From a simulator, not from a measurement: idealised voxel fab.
The process module that follows is named voxel gate over fins.
Section shown: cut. Width: 220 nm. Cell size: 5 nm, square.
Cross-section spec: square-cell grid; bands listed top down; each band is one or more rows.
What a band's entry tells you: where the top is and where the bottom is, as heights in nm, and after that what lies inside, material by material from left to right, each with its width in nm. Empty space is written as the word "air", and a single material marked with the word "everywhere" occupies the band from edge to edge.
Height datum 0, below which the as-received substrate wafer is one material. Lowest band open at the bottom, running downward: "0 and below".
The expression "30->40" gives the width at the extremes of the band, the first number at its top row of cells and the second at its bottom row, with the width changing by equal amounts from each row to the next in between.
When a step is marked "identical to before", none of the cells in the cross-section changed during that step.
Under "Entrapped voids" you'll find the enclosed gaps, the ones with no way out to the top, that are 8 cells or bigger; each reads width x height at distance, with distance counted from the left edge, everything in nm.
Anything after a step's settings on that line? It's the simulator's own note about the step.
overlay nm: mask offset rightward from planned place, masked step; negative means leftward offset.

Process steps foreseen in the plan:
| 1 | RECEIVE, material Si |
| 2 | CONFORMAL_DEP, material SiN, thk nm 10 |
| 3 | MASKED_ETCH, tone cover, mask id FINS, width nm 15, pitch nm 35, etch materials SiN, depth nm 10, overlay nm 0 |
| 4 | MASKED_ETCH, tone cover, mask id FINS, width nm 15, pitch nm 35, etch materials Si, depth nm 30, overlay nm 0 |
| 5 | OXIDIZE, depth nm 5 |
| 6 | FILL_DEP, material SiO2, thk nm 10 |
| 7 | CMP, height nm 10 |
| 8 | SELECTIVE_ETCH, etch materials SiO2, depth nm 25 |
| 9 | STRIP, etch materials SiN |
| 10 | CONFORMAL_DEP, material HfO2, thk nm 5 |
| 11 | CONFORMAL_DEP, material TiN, thk nm 5 |
| 12 | CONFORMAL_DEP, material TiAl, thk nm 5 |
| 13 | CONFORMAL_DEP, material TiN, thk nm 5 |
| 14 | FILL_DEP, material W, thk nm 15 |
| 15 | CMP, height nm 30 |
| 16 | CONFORMAL_DEP, material SiN, thk nm 5 |

Wafer cross-section on receipt, i.e. after step 1:
- 0 and below = Si everywhere
- Entrapped voids: none

Wafer cross-section at end of module: start and plan as shown above, one execution error:
- 35 down to 30 = SiN everywhere
- 30 down to 25 = 60 W; 100 TiN; 60 W
- 25 down to 20 = 60 W; 5 TiN; 90 TiAl; 5 TiN; 60 W
- 20 down to 15 = 60 W; 5 TiN; 5 TiAl; 80 TiN; 5 TiAl; 5 TiN; 60 W
- 15 down to 10 = 65 TiN; 5 TiAl; 80 TiN; 5 TiAl; 65 TiN
- 10 down to 5 = 70 TiAl; 80 TiN; 70 TiAl
- 5 down to 0 = 85 TiN; 15 HfO2; 20 TiN; 15 HfO2; 85 TiN
- 0 down to -10 = 85 TiN; 5 HfO2; 5 Si; 5 HfO2; 20 TiN; 5 HfO2; 5 Si; 5 HfO2; 85 TiN
- -10 down to -15 = 90 HfO2; 5 Si; 30 HfO2; 5 Si; 90 HfO2
- -15 down to -35 = 90 SiO2; 5 Si; 30 SiO2; 5 Si; 90 SiO2
- -35 and below = Si everywhere
- Entrapped voids: none
What was done differently from what was planned? step 11 did not use the planned setting and instead ran as CONFORMAL_DEP, material TiN, thk nm 15
